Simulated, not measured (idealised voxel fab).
process module | voxel lift off
cross-section cut | 285 nm wide | cells 5 nm
A cross-section is a grid of square cells, given in bands from the top down. A band is one or more rows of cells.
Each band's line starts with the height of the band's top and of its bottom, in nm. Then come its materials from left to right, each with its width in nm. One material with "throughout" fills the band from edge to edge. "air" is empty space.
Height 0 is the level under which the wafer as received is all one material. The lowest band goes on downwards, as in "0 down".
A width such as "30 to 40" changes by the same amount from each row of cells to the next, from the band's top row to its bottom row.
"no change" after a step means that no cell of the cross-section changed.
closed voids: empty space of 8 cells or more with no open way to the top, each as width x height at its distance from the left edge, in nm
after a step's settings: what the simulator itself notes on the step
overlay nm, on a step with a mask: how far to the right of its planned place the mask lay; to the left if negative
plan
1 op RECEIVE | material Si
2 op CONFORMAL_DEP | material Al2O3 | thk nm 10
3 op PATTERN | tone open | mask id LINES | material resist | width nm 25 | pitch nm 50 | thk nm 25 | overlay nm 0
4 op DIRECTIONAL_DEP | material Ru | thk nm 10
5 op STRIP | etch materials resist
6 op CONFORMAL_DEP | material SiO2 | thk nm 5
first wafer, as planned
as received, after step 1
  0 down: Si throughout
  closed voids: none
after step 2
  10 to 0: Al2O3 throughout
  below 0: unchanged
after step 3
  35 to 10: resist 105 | air 25 | resist 25 | air 25 | resist 105
  below 10: unchanged
after step 4
  45 to 35: Ru 105 | air 25 | Ru 25 | air 25 | Ru 105
  35 to 20: resist 105 | air 25 | resist 25 | air 25 | resist 105
  20 to 10: resist 105 | Ru 25 | resist 25 | Ru 25 | resist 105
  below 10: unchanged
after step 5
  20 to 10: air 105 | Ru 25 | air 25 | Ru 25 | air 105
  below 10: unchanged
after step 6
  25 to 20: air 100 | SiO2 35 | air 15 | SiO2 35 | air 100
  20 to 15: air 100 | SiO2 5 | Ru 25 | SiO2 5 | air 15 | SiO2 5 | Ru 25 | SiO2 5 | air 100
  15 to 10: SiO2 105 | Ru 25 | SiO2 25 | Ru 25 | SiO2 105
  below 10: unchanged
second wafer: like start, like plan, one mistake. Through step 2 it matches the first wafer
when step 3 should have ended
  35 to 10: resist 105 | air 30 | resist 20 | air 30 | resist 100
  below 10: unchanged
when step 4 should have ended
  45 to 35: Ru 105 | air 30 | Ru 20 | air 30 | Ru 100
  35 to 20: resist 105 | air 30 | resist 20 | air 30 | resist 100
  20 to 10: resist 105 | Ru 30 | resist 20 | Ru 30 | resist 100
  below 10: unchanged
when step 5 should have ended
  20 to 10: air 105 | Ru 30 | air 20 | Ru 30 | air 100
  below 10: unchanged
when step 6 should have ended
  25 to 20: air 100 | SiO2 40 | air 10 | SiO2 40 | air 95
  20 to 15: air 100 | SiO2 5 | Ru 30 | SiO2 5 | air 10 | SiO2 5 | Ru 30 | SiO2 5 | air 95
  15 to 10: SiO2 105 | Ru 30 | SiO2 20 | Ru 30 | SiO2 100
  below 10: unchanged
what went wrong: step 3 ran as: op PATTERN | tone open | mask id LINES | material resist | width nm 30 | pitch nm 50 | thk nm 25 | overlay nm 0
at the end the second wafer has, in cells: 4 more of Ru
